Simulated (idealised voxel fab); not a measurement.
process module | voxel quadruple lines
cross-section cut | 225 nm wide | cells 5 nm
A cross-section is a grid of square cells, given in bands from the top down. A band is one or more rows of cells.
Each band's line starts with the height of the band's top and of its bottom, in nm. Then come its materials from left to right, each with its width in nm. One material with "throughout" fills the band from edge to edge. "air" is empty space.
Height 0 is the level under which the wafer as received is all one material. The lowest band goes on downwards, as in "0 down".
A width such as "30 to 40" changes by the same amount from each row of cells to the next, from the band's top row to its bottom row.
"no change" after a step means that no cell of the cross-section changed.
closed voids: empty space of 8 cells or more with no open way to the top, each as width x height at its distance from the left edge, in nm
after a step's settings: what the simulator itself notes on the step
overlay nm, on a step with a mask: how far to the right of its planned place the mask lay; to the left if negative
plan
1 op RECEIVE | material Si
2 op CONFORMAL_DEP | material SiO2 | thk nm 10
3 op DIRECTIONAL_DEP | material TiN | thk nm 10
4 op DIRECTIONAL_DEP | material polySi | thk nm 20
5 op DIRECTIONAL_DEP | material aC | thk nm 20
6 op PATTERN | tone cover | mask id MANDREL | material resist | width nm 30 | thk nm 30 | overlay nm 0
7 op DIRECTIONAL_ETCH | etch materials aC | depth nm 20
8 op STRIP | etch materials resist
9 op CONFORMAL_DEP | material SiO2 | thk nm 10
10 op DIRECTIONAL_ETCH | etch materials SiO2 | depth nm 10
11 op STRIP | etch materials aC
12 op DIRECTIONAL_ETCH | etch materials polySi | depth nm 20
13 op STRIP | etch materials SiO2
14 op CONFORMAL_DEP | material SiN | thk nm 10
15 op DIRECTIONAL_ETCH | etch materials SiN | depth nm 10
16 op STRIP | etch materials polySi
17 op DIRECTIONAL_ETCH | etch materials TiN | depth nm 10
18 op STRIP | etch materials SiN
19 op FILL_DEP | material lowk | thk nm 10
20 op CMP | height nm 20
first wafer, as planned
as received, after step 1
  0 down: Si throughout
  closed voids: none
after step 2
  10 to 0: SiO2 throughout
  below 0: unchanged
after step 3
  20 to 10: TiN throughout
  below 10: unchanged
after step 4
  40 to 20: polySi throughout
  below 20: unchanged
after step 5
  60 to 40: aC throughout
  below 40: unchanged
after step 6
  90 to 60: air 95 | resist 30 | air 100
  below 60: unchanged
after step 7
  70 to 60: air 95 | resist 30 | air 100
  60 to 40: air 95 | aC 30 | air 100
  below 40: unchanged
after step 8
  60 to 40: air 95 | aC 30 | air 100
  below 40: unchanged
after step 9
  70 to 60: air 85 | SiO2 50 | air 90
  60 to 50: air 85 | SiO2 10 | aC 30 | SiO2 10 | air 90
  50 to 40: SiO2 95 | aC 30 | SiO2 100
  below 40: unchanged
after step 10
  60 to 40: air 85 | SiO2 10 | aC 30 | SiO2 10 | air 90
  below 40: unchanged
after step 11
  60 to 40: air 85 | SiO2 10 | air 30 | SiO2 10 | air 90
  below 40: unchanged
after step 12
  60 to 40: air 85 | SiO2 10 | air 30 | SiO2 10 | air 90
  40 to 20: air 85 | polySi 10 | air 30 | polySi 10 | air 90
  below 20: unchanged
after step 13
  40 to 20: air 85 | polySi 10 | air 30 | polySi 10 | air 90
  below 20: unchanged
after step 14
  50 to 40: air 75 | SiN 30 | air 10 | SiN 30 | air 80
  40 to 30: air 75 | SiN 10 | polySi 10 | SiN 10 | air 10 | SiN 10 | polySi 10 | SiN 10 | air 80
  30 to 20: SiN 85 | polySi 10 | SiN 30 | polySi 10 | SiN 90
  below 20: unchanged
after step 15
  40 to 20: air 75 | SiN 10 | polySi 10 | SiN 10 | air 10 | SiN 10 | polySi 10 | SiN 10 | air 80
  below 20: unchanged
after step 16
  40 to 20: air 75 | SiN 10 | air 10 | SiN 10 | air 10 | SiN 10 | air 10 | SiN 10 | air 80
  below 20: unchanged
after step 17
  40 to 20: air 75 | SiN 10 | air 10 | SiN 10 | air 10 | SiN 10 | air 10 | SiN 10 | air 80
  20 to 10: air 75 | TiN 10 | air 10 | TiN 10 | air 10 | TiN 10 | air 10 | TiN 10 | air 80
  below 10: unchanged
after step 18
  20 to 10: air 75 | TiN 10 | air 10 | TiN 10 | air 10 | TiN 10 | air 10 | TiN 10 | air 80
  below 10: unchanged
after step 19
  30 to 20: lowk throughout
  20 to 10: lowk 75 | TiN 10 | lowk 10 | TiN 10 | lowk 10 | TiN 10 | lowk 10 | TiN 10 | lowk 80
  below 10: unchanged
after step 20
  20 to 10: lowk 75 | TiN 10 | lowk 10 | TiN 10 | lowk 10 | TiN 10 | lowk 10 | TiN 10 | lowk 80
  below 10: unchanged
second wafer: like start, like plan, one mistake. Through step 18 it matches the first wafer
when step 19 should have ended
  40 to 20: lowk throughout
  20 to 10: lowk 75 | TiN 10 | lowk 10 | TiN 10 | lowk 10 | TiN 10 | lowk 10 | TiN 10 | lowk 80
  below 10: unchanged
when step 20 should have ended
  20 to 10: lowk 75 | TiN 10 | lowk 10 | TiN 10 | lowk 10 | TiN 10 | lowk 10 | TiN 10 | lowk 80
  below 10: unchanged
what went wrong: step 19 was run twice
at the end the two cross-sections are the same: no effect in what this model computes
